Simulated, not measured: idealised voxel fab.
The process module presented herein is designated voxel gate over fins.
The cross-section shown here is cut; it is 230 nm wide and divided into square cells measuring 5 nm on a side.
Heads up, the way a cross-section reads in here is a grid of square cells, handed over as bands from the top down, with every band being one or more rows of cells. Quick guide to a band line: top height, bottom height (nm) up front; then every material left to right with its width in nm. Only one material and it's marked "edge to edge"? Then it fills the band edge to edge. And "empty" just means empty space. All heights in this document are referenced to 0, defined as the level beneath which the wafer, as received, consists entirely of one material. The lowest band is not bounded below; it extends indefinitely downward and is written in the form "0..down". When a width is written as two numbers, as in "30..40", the first number is the width in the top row of cells of the band and the second is the width in its bottom row, and the width changes by the same amount from each row to the next. What does "nothing altered" mean for a step? It means no cell of the cross-section changed in that step. "Entrapped voids" enumerates empty spaces isolated from the top, with no open way to it, that contain at least 8 cells, giving each as width x height at distance from the left edge, all three in nm. Where a step's line continues beyond its settings, the continuation is a remark by the simulator itself on that step. When a step includes a mask, the "overlay nm" setting on its line states how far to the right of its planned place that mask lay, and negative values state how far to the left.

## These are the steps we planned for the process
1 RECEIVE, material Si
2 CONFORMAL_DEP, material SiN, thk nm 10
3 MASKED_ETCH, tone cover, mask id FINS, width nm 15, pitch nm 40, etch materials SiN, depth nm 10, overlay nm 0
4 MASKED_ETCH, tone cover, mask id FINS, width nm 15, pitch nm 40, etch materials Si, depth nm 35, overlay nm 0
5 FILL_DEP, material SiO2, thk nm 15
6 CMP, height nm 10
7 SELECTIVE_ETCH, etch materials SiO2, depth nm 20
8 STRIP, etch materials SiN
9 CONFORMAL_DEP, material HfO2, thk nm 5
10 CONFORMAL_DEP, material TiN, thk nm 5
11 CONFORMAL_DEP, material TiAl, thk nm 5
12 CONFORMAL_DEP, material TiN, thk nm 5
13 FILL_DEP, material W, thk nm 15
14 CMP, height nm 30
15 CONFORMAL_DEP, material SiCN, thk nm 5

## Cross-section of the wafer at receipt, which is the condition after step 1
	0..down = Si edge to edge
	Entrapped voids: none

## First of two wafers at the end of the module, shown in cross-section; run carried out as planned
	35..30 = SiCN edge to edge
	30..20 = W edge to edge
	20..15 = 25 nm W, then 175 nm TiN, then 30 nm W
	15..10 = 25 nm W, then 5 nm TiN, then 165 nm TiAl, then 5 nm TiN, then 30 nm W
	10..5 = 30 nm TiN, then 5 nm TiAl, then 35 nm TiN, then 5 nm TiAl, then 35 nm TiN, then 5 nm TiAl, then 35 nm TiN, then 5 nm TiAl, then 35 nm TiN, then 5 nm TiAl, then 35 nm TiN
	5..0 = 35 nm TiAl, then 5 nm TiN, then 25 nm HfO2, then 5 nm TiN, then 5 nm TiAl, then 5 nm TiN, then 25 nm HfO2, then 5 nm TiN, then 5 nm TiAl, then 5 nm TiN, then 25 nm HfO2, then 5 nm TiN, then 5 nm TiAl, then 5 nm TiN, then 25 nm HfO2, then 5 nm TiN, then 40 nm TiAl
	0..-5 = 40 nm TiN, then 5 nm HfO2, then 15 nm Si, then 5 nm HfO2, then 15 nm TiN, then 5 nm HfO2, then 15 nm Si, then 5 nm HfO2, then 15 nm TiN, then 5 nm HfO2, then 15 nm Si, then 5 nm HfO2, then 15 nm TiN, then 5 nm HfO2, then 15 nm Si, then 5 nm HfO2, then 45 nm TiN
	-5..-10 = 45 nm HfO2, then 15 nm Si, then 25 nm HfO2, then 15 nm Si, then 25 nm HfO2, then 15 nm Si, then 25 nm HfO2, then 15 nm Si, then 50 nm HfO2
	-10..-35 = 45 nm SiO2, then 15 nm Si, then 25 nm SiO2, then 15 nm Si, then 25 nm SiO2, then 15 nm Si, then 25 nm SiO2, then 15 nm Si, then 50 nm SiO2
	-35..down = Si edge to edge
	Entrapped voids: none

## Second of two wafers, module complete, sectioned: it shares the first wafer's start and plan but was run with one mistake
	35..30 = SiCN edge to edge
	30..25 = 15 nm W, then 195 nm TiN, then 20 nm W
	25..20 = 15 nm W, then 5 nm TiN, then 185 nm TiAl, then 5 nm TiN, then 20 nm W
	20..15 = 20 nm TiN, then 5 nm TiAl, then 175 nm TiN, then 5 nm TiAl, then 25 nm TiN
	15..10 = 25 nm TiAl, then 175 nm TiN, then 30 nm TiAl
	10..5 = TiN edge to edge
	5..0 = 40 nm TiN, then 25 nm HfO2, then 15 nm TiN, then 25 nm HfO2, then 15 nm TiN, then 25 nm HfO2, then 15 nm TiN, then 25 nm HfO2, then 45 nm TiN
	0..-5 = 40 nm TiN, then 5 nm HfO2, then 15 nm Si, then 5 nm HfO2, then 15 nm TiN, then 5 nm HfO2, then 15 nm Si, then 5 nm HfO2, then 15 nm TiN, then 5 nm HfO2, then 15 nm Si, then 5 nm HfO2, then 15 nm TiN, then 5 nm HfO2, then 15 nm Si, then 5 nm HfO2, then 45 nm TiN
	-5..-10 = 45 nm HfO2, then 15 nm Si, then 25 nm HfO2, then 15 nm Si, then 25 nm HfO2, then 15 nm Si, then 25 nm HfO2, then 15 nm Si, then 50 nm HfO2
	-10..-35 = 45 nm SiO2, then 15 nm Si, then 25 nm SiO2, then 15 nm Si, then 25 nm SiO2, then 15 nm Si, then 25 nm SiO2, then 15 nm Si, then 50 nm SiO2
	-35..down = Si edge to edge
	Entrapped voids: none
What was done differently from what was planned? planned and actual differ for step 10; actual: CONFORMAL_DEP, material TiN, thk nm 15
Cell-count delta at end, second wafer over first, by material: -6 TiAl, +106 TiN, -100 W
